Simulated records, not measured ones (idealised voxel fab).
process module | voxel ribs on slabs
cross-section cut | 270 nm wide | cells 5 nm
A cross-section is a grid of square cells, given in bands from the top down. A band is one or more rows of cells.
Each band's line starts with the height of the band's top and of its bottom, in nm. Then come its materials from left to right, each with its width in nm. One material with "throughout" fills the band from edge to edge. "air" is empty space.
Height 0 is the level under which the wafer as received is all one material. The lowest band goes on downwards, as in "0 down".
A width such as "30 to 40" changes by the same amount from each row of cells to the next, from the band's top row to its bottom row.
"no change" after a step means that no cell of the cross-section changed.
closed voids: empty space of 8 cells or more with no open way to the top, each as width x height at its distance from the left edge, in nm
after a step's settings: what the simulator itself notes on the step
overlay nm, on a step with a mask: how far to the right of its planned place the mask lay; to the left if negative
plan
1 op RECEIVE | material Si
2 op DIRECTIONAL_DEP | material SiO2 | thk nm 20
3 op DIRECTIONAL_DEP | material polySi | thk nm 15
4 op MASKED_ETCH | tone cover | mask id RIB | width nm 30 | etch materials polySi | depth nm 5 | overlay nm 0
5 op PATTERN | tone cover | mask id SLAB | material resist | width nm 60 | thk nm 15 | overlay nm 0
6 op DIRECTIONAL_ETCH | etch materials polySi | depth nm 10
7 op STRIP | etch materials resist
8 op FILL_DEP | material SiO2 | thk nm 20
9 op CMP | height nm 50
10 op DIRECTIONAL_DEP | material W | thk nm 5
11 op DIRECTIONAL_DEP | material aC | thk nm 10
12 op PATTERN | tone cover | mask id HEATER | material resist | width nm 40 | thk nm 25 | overlay nm 0
13 op DIRECTIONAL_ETCH | etch materials aC | depth nm 10
14 op STRIP | etch materials resist
15 op DIRECTIONAL_ETCH | etch materials W | depth nm 5
16 op STRIP | etch materials aC
17 op CONFORMAL_DEP | material SiO2 | thk nm 5
as received, after step 1
  0 down: Si throughout
  closed voids: none
first wafer at the end, as planned
  60 to 55: air 110 | SiO2 50 | air 110
  55 to 50: SiO2 115 | W 40 | SiO2 115
  50 to 35: SiO2 throughout
  35 to 30: SiO2 120 | polySi 30 | SiO2 120
  30 to 20: SiO2 105 | polySi 60 | SiO2 105
  20 to 0: SiO2 throughout
  0 down: Si throughout
  closed voids: none
second wafer at the end: like start, like plan, one mistake
  55 to 50: air 115 | W 40 | air 115
  50 to 35: SiO2 throughout
  35 to 30: SiO2 120 | polySi 30 | SiO2 120
  30 to 20: SiO2 105 | polySi 60 | SiO2 105
  20 to 0: SiO2 throughout
  0 down: Si throughout
  closed voids: none
what went wrong: step 17 was left out
at the end the second wafer has, in cells: 56 fewer of SiO2
